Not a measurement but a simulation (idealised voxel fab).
The process module presented herein is designated voxel double patterning.
Cross-section cut: width 215 nm, square cells of 5 nm.
Notation: cross-section as square-cell grid; stated in bands, top first, going down; one or more cell rows per band.
First you get the band's top height and its bottom height, in nm, and then the materials it's made of, left to right, with each width in nm. If you see a single material with "everywhere", that one covers the band edge to edge. "blank" is empty space.
Note: height 0 marks the level under which the wafer is uniformly one material as received. Lowest band unbounded below, written "0 -> down".
The notation "30 to 40" denotes a width that varies across the rows of cells in the band, beginning at the first number in the top row, finishing at the second number in the bottom row, and changing by an identical amount from each row to the next.
When a step is marked "no alteration", none of the cells in the cross-section changed during that step.
Heads up: "Closed cavities" only lists the empty pockets with no open path to the top that are 8 cells or more, and it writes them as width x height at distance, distance from the left edge, in nm.
Past the settings on a step's line: simulator remark, on that step.
overlay nm: on a step with a mask, how far right of its planned place the mask lay; negative means left.
**Process steps - plan**
step 1: RECEIVE,material Si
step 2: CONFORMAL_DEP,material SiO2,thk nm 5
step 3: DIRECTIONAL_DEP,material TiN,thk nm 10
step 4: DIRECTIONAL_DEP,material SiCN,thk nm 5
step 5: PATTERN,tone open,mask id FIRST,material resist,width nm 15,pitch nm 50,thk nm 15,overlay nm 0
step 6: DIRECTIONAL_ETCH,etch materials SiCN,depth nm 5
step 7: STRIP,etch materials resist
step 8: PATTERN,tone open,mask id SECOND,material resist,width nm 15,thk nm 20,overlay nm 0
step 9: DIRECTIONAL_ETCH,etch materials SiCN,depth nm 5
step 10: STRIP,etch materials resist
step 11: DIRECTIONAL_ETCH,etch materials TiN,depth nm 20
step 12: STRIP,etch materials SiCN
Don't read the plan's thk nm for step 3 as applying to every wafer: that's the first wafer's value, and the wafers differ in it, though they all start identical.
**So this is the first of several wafers, cross-sectioned as it came to us, meaning it's at the end of step 1**
- 0 -> down  Si everywhere
- Closed cavities: none
**First of several wafers, sectioned at end of module (last step: step 12)**
- 15 -> 5  75 nm TiN  15 nm blank  10 nm TiN  15 nm blank  10 nm TiN  15 nm blank  75 nm TiN
- 5 -> 0  SiO2 everywhere
- 0 -> down  Si everywhere
- Closed cavities: none
**At the end of the module, the last of several wafers in cross-section**
- 40 -> 20  75 nm TiN  15 nm blank  10 nm TiN  15 nm blank  10 nm TiN  15 nm blank  75 nm TiN
- 20 -> 5  TiN everywhere
- 5 -> 0  SiO2 everywhere
- 0 -> down  Si everywhere
- Closed cavities: none
**Below is a per-wafer table. In it, each row describes the wafer at the end of the module by giving, for each material, the number of cells gained (+) or lost (-) since the wafer was received, and after that the closed voids of the wafer**
thk nm 10 | +43 SiO2 | +68 TiN | Closed cavities: none
thk nm 15 | +43 SiO2 | +102 TiN | Closed cavities: none
thk nm 20 | +43 SiO2 | +136 TiN | Closed cavities: none
thk nm 25 | +43 SiO2 | +179 TiN | Closed cavities: none
thk nm 30 | +43 SiO2 | +222 TiN | Closed cavities: none
thk nm 35 | +43 SiO2 | +265 TiN | Closed cavities: none
